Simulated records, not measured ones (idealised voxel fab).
Process module in this document: voxel ribs on slabs
cross-section cut | 240 nm wide | cells 5 nm
This document writes a cross-section as a grid whose cells are square, and gives it as bands, listed from the top down; one or more rows of cells form a band. Within each band entry, the heights of the top and of the bottom of the band appear first, in that order and in nm; the materials of the band then follow from left to right, each with its corresponding width in nm. The designation "all across" on a single material indicates that it fills the band from edge to edge; the designation "empty" indicates empty space. Below 0: as-received wafer, all one material; heights counted from there. Lowest band: no bottom, goes on down, written "top 0, no bottom". You'd read "30 to 40" like this: the band's top row of cells is as wide as the first number, its bottom row is as wide as the second, and going down, every row changes width by the same amount as the row before did. The designation "stayed the same", where it is given for a processing step, indicates that no cell of the cross-section was altered in the course of that step. "Listed closed voids" enumerates empty spaces isolated from the top, with no open way to it, that contain at least 8 cells, giving each as width x height at distance from the left edge, all three in nm. If you see something after the settings on a step's line, that's the simulator's own remark about that step. When a step includes a mask, the "overlay nm" setting on its line states how far to the right of its planned place that mask lay, and negative values state how far to the left.

Below is the list of planned process steps
1. RECEIVE: material Si
2. DIRECTIONAL_DEP: material SiO2, thk nm 30
3. DIRECTIONAL_DEP: material SiN, thk nm 20
4. MASKED_ETCH: tone cover, mask id RIB, width nm 30, etch materials SiN, depth nm 10, overlay nm 0
5. PATTERN: tone cover, mask id SLAB, material resist, width nm 70, thk nm 15, overlay nm 0
6. DIRECTIONAL_ETCH: etch materials SiN, depth nm 10
7. STRIP: etch materials resist
8. FILL_DEP: material SiO2, thk nm 25
9. CMP: height nm 65
10. DIRECTIONAL_DEP: material TiN, thk nm 5
11. MASKED_ETCH: tone cover, mask id HEATER, width nm 40, etch materials TiN, depth nm 5, overlay nm 0
12. CONFORMAL_DEP: material SiN, thk nm 10

Incoming wafer, cross-sectional view, post step 1
  top 0, no bottom: Si all across
  Listed closed voids: none

End-of-module XS, first of two wafers, run as planned
  top 80, bottom 75: empty: 90  SiN: 60  empty: 90
  top 75, bottom 70: SiN all across
  top 70, bottom 65: SiN: 100  TiN: 40  SiN: 100
  top 65, bottom 50: SiO2 all across
  top 50, bottom 40: SiO2: 105  SiN: 30  SiO2: 105
  top 40, bottom 30: SiO2: 85  SiN: 70  SiO2: 85
  top 30, bottom 0: SiO2 all across
  top 0, no bottom: Si all across
  Listed closed voids: none

Wafer two cross-section, module end. Start and plan unchanged from wafer one; one mistake made during the run
  top 80, bottom 75: empty: 90  SiN: 60  empty: 90
  top 75, bottom 70: SiN all across
  top 70, bottom 65: SiN: 100  TiN: 40  SiN: 100
  top 65, bottom 60: SiO2: 105  SiN: 30  SiO2: 105
  top 60, bottom 50: SiO2: 85  SiN: 70  SiO2: 85
  top 50, bottom 30: SiN all across
  top 30, bottom 0: SiO2 all across
  top 0, no bottom: Si all across
  Listed closed voids: none
What went wrong in running the wafer? step 3 in the plan was executed twice
Per the end-of-run cell counts, the second wafer holds more or fewer of some materials than the first: SiN: 186 more; SiO2: 186 fewer
